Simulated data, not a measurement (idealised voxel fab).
The following is a process module called voxel wiring stack.
Shown is cross-section cut, with a width of 250 nm and square cells of size 5 nm.
Cross-section layout: square cells on a grid; listed as bands, top to bottom; a band spans one or more cell rows.
In this notation a band is specified by the heights of its top and bottom, in that order and in nm, after which its materials appear from left to right, each paired with its width in nm. The word "everywhere" attached to a single material means that material fills the band from edge to edge; the word "blank" stands for empty space.
Basically, 0 is our baseline, since under it the wafer straight out of the box is all one material. The bottom band has no lower end and keeps on going down, so it looks like "0..down".
Note: "30 to 40" means the width goes from the first number (top row of the band) to the second number (bottom row) in equal steps per row of cells.
Basically "no modifications" means that step didn't change any cell in the cross-section.
Empty spaces counting at least 8 cells and having no open way to the top are listed in "Sealed void inventory". The notation width x height at distance is used for each, the distance being from the left edge and all three values in nm.
Whatever follows a step's settings on its line is a remark the simulator itself makes about that step.
You can add "overlay nm" to a step's line. For a step with a mask, it describes how far the mask lay to the right of its planned position, and a negative number describes a lay to the left.

THIS SECTION LISTS THE PROCESS STEPS THAT WERE PLANNED
1 RECEIVE, material Si
2 CONFORMAL_DEP, material SiO2, thk nm 10
3 CONFORMAL_DEP, material SiN, thk nm 5
4 DIRECTIONAL_DEP, material SiO2, thk nm 20
5 DIRECTIONAL_DEP, material aC, thk nm 10
6 PATTERN, tone open, mask id METAL_1, material resist, width nm 20, pitch nm 40, thk nm 25, overlay nm 0
7 DIRECTIONAL_ETCH, etch materials aC, depth nm 10
8 STRIP, etch materials resist
9 DIRECTIONAL_ETCH, etch materials SiO2, depth nm 20
10 DIRECTIONAL_ETCH, etch materials SiN, depth nm 5
11 STRIP, etch materials aC
12 CONFORMAL_DEP, material TiN, thk nm 5
13 FILL_DEP, material Cu, thk nm 5
14 CMP, height nm 35
15 CONFORMAL_DEP, material SiCN, thk nm 5
16 DIRECTIONAL_DEP, material lowk, thk nm 30
17 MASKED_ETCH, tone open, mask id METAL_2, width nm 20, pitch nm 40, etch materials lowk, depth nm 20, overlay nm 0
18 PATTERN, tone open, mask id METAL_2_HOLES, material resist, width nm 15, pitch nm 40, thk nm 20, overlay nm 0
19 DIRECTIONAL_ETCH, etch materials lowk, depth nm 10
20 DIRECTIONAL_ETCH, etch materials SiCN, depth nm 5
21 STRIP, etch materials resist
22 CONFORMAL_DEP, material TiN, thk nm 5
23 FILL_DEP, material Cu, thk nm 10
24 CMP, height nm 70
25 CONFORMAL_DEP, material SiCN, thk nm 5
26 DIRECTIONAL_DEP, material lowk, thk nm 10
27 DIRECTIONAL_DEP, material aC, thk nm 15
28 PATTERN, tone open, mask id PLUG_2, material resist, width nm 15, thk nm 35, overlay nm 0
29 DIRECTIONAL_ETCH, etch materials aC, depth nm 15
30 STRIP, etch materials resist
31 DIRECTIONAL_ETCH, etch materials lowk, depth nm 10
32 DIRECTIONAL_ETCH, etch materials SiCN, depth nm 5
33 STRIP, etch materials aC
34 EPI, material Ru, thk nm 10
35 EPI, material Ru, thk nm 5
36 CONFORMAL_DEP, material SiCN, thk nm 5
37 DIRECTIONAL_DEP, material lowk, thk nm 20
38 PATTERN, tone open, mask id METAL_3, material resist, width nm 20, pitch nm 40, thk nm 15, overlay nm 0
39 DIRECTIONAL_ETCH, etch materials lowk, depth nm 20
40 DIRECTIONAL_ETCH, etch materials SiCN, depth nm 5
41 STRIP, etch materials resist
42 CONFORMAL_DEP, material TiN, thk nm 5
43 FILL_DEP, material Cu, thk nm 5
44 CMP, height nm 110
45 EPI, material Ru, thk nm 5
46 FILL_DEP, material SiCN, thk nm 5
47 DIRECTIONAL_DEP, material SiO2, thk nm 10
48 DIRECTIONAL_DEP, material aC, thk nm 10
49 PATTERN, tone open, mask id PLUG_3, material resist, width nm 15, pitch nm 40, thk nm 30, overlay nm 0
50 DIRECTIONAL_ETCH, etch materials aC, depth nm 10
51 STRIP, etch materials resist
52 DIRECTIONAL_ETCH, etch materials SiO2, depth nm 10
53 DIRECTIONAL_ETCH, etch materials SiCN, depth nm 5
54 STRIP, etch materials aC
55 EPI, material Ru, thk nm 10
56 EPI, material Ru, thk nm 5
57 CONFORMAL_DEP, material SiN, thk nm 5
58 DIRECTIONAL_DEP, material SiO2, thk nm 15
59 MASKED_ETCH, tone open, mask id METAL_4, width nm 20, pitch nm 40, etch materials SiO2, depth nm 15, overlay nm 0
60 MASKED_ETCH, tone open, mask id METAL_4, width nm 20, pitch nm 40, etch materials SiN, depth nm 5, overlay nm 0
61 CONFORMAL_DEP, material TiN, thk nm 5
62 FILL_DEP, material W, thk nm 10
63 CMP, height nm 150
64 EPI, material Ru, thk nm 5
65 FILL_DEP, material SiCN, thk nm 5

THE CROSS-SECTION HERE SHOWS THE WAFER AS RECEIVED, I.E. IN ITS STATE AFTER STEP 1
    0..down | Si everywhere
    Sealed void inventory: none

CROSS-SECTIONAL RESULT AFTER MODULE COMPLETION. NOTE: STARTING CONDITION AND PLAN ARE UNCHANGED FROM ABOVE; ONE PROCESSING MISTAKE WAS MADE
    160..155 | SiCN everywhere
    155..150 | SiCN 95 | Ru 20 | SiCN 20 | Ru 20 | SiCN 95
    150..135 | SiO2 95 | SiCN 5 | W 10 | SiCN 5 | SiO2 20 | SiCN 5 | W 10 | SiCN 5 | SiO2 95
    135..130 | SiN 95 | SiCN 20 | SiN 20 | SiCN 20 | SiN 95
    130..120 | SiO2 95 | Ru 15 | SiO2 25 | Ru 15 | SiO2 100
    120..110 | SiCN 95 to 90 | Ru 15 to 30 | SiCN 25 to 10 | Ru 15 to 30 | SiCN 100 to 90
    110..90 | lowk 95 | TiN 5 | Cu 10 | TiN 5 | lowk 20 | TiN 5 | Cu 10 | TiN 5 | lowk 95
    90..85 | SiCN 95 | TiN 20 | SiCN 20 | TiN 20 | SiCN 95
    85..75 | lowk 95 | Ru 15 | lowk 140
    75..70 | SiCN 95 | Ru 15 | SiCN 140
    70..55 | lowk 95 | TiN 5 | Cu 10 | TiN 5 | lowk 20 | TiN 5 | Cu 10 | TiN 5 | lowk 95
    55..50 | lowk 95 | TiN 5 | Cu 5 | TiN 10 | lowk 20 | TiN 5 | Cu 5 | TiN 10 | lowk 95
    50..40 | lowk 95 | TiN 5 | Cu 5 | TiN 5 | lowk 25 | TiN 5 | Cu 5 | TiN 5 | lowk 100
    40..35 | SiCN 95 | TiN 15 | SiCN 25 | TiN 15 | SiCN 100
    35..15 | SiO2 95 | TiN 5 | Cu 10 | TiN 5 | SiO2 20 | TiN 5 | Cu 10 | TiN 5 | SiO2 95
    15..10 | SiN 95 | TiN 20 | SiN 20 | TiN 20 | SiN 95
    10..0 | SiO2 everywhere
    0..down | Si everywhere
    Sealed void inventory: none
Finding, execution versus plan: contrary to plan, step 61 was performed as CONFORMAL_DEP, material SiCN, thk nm 5
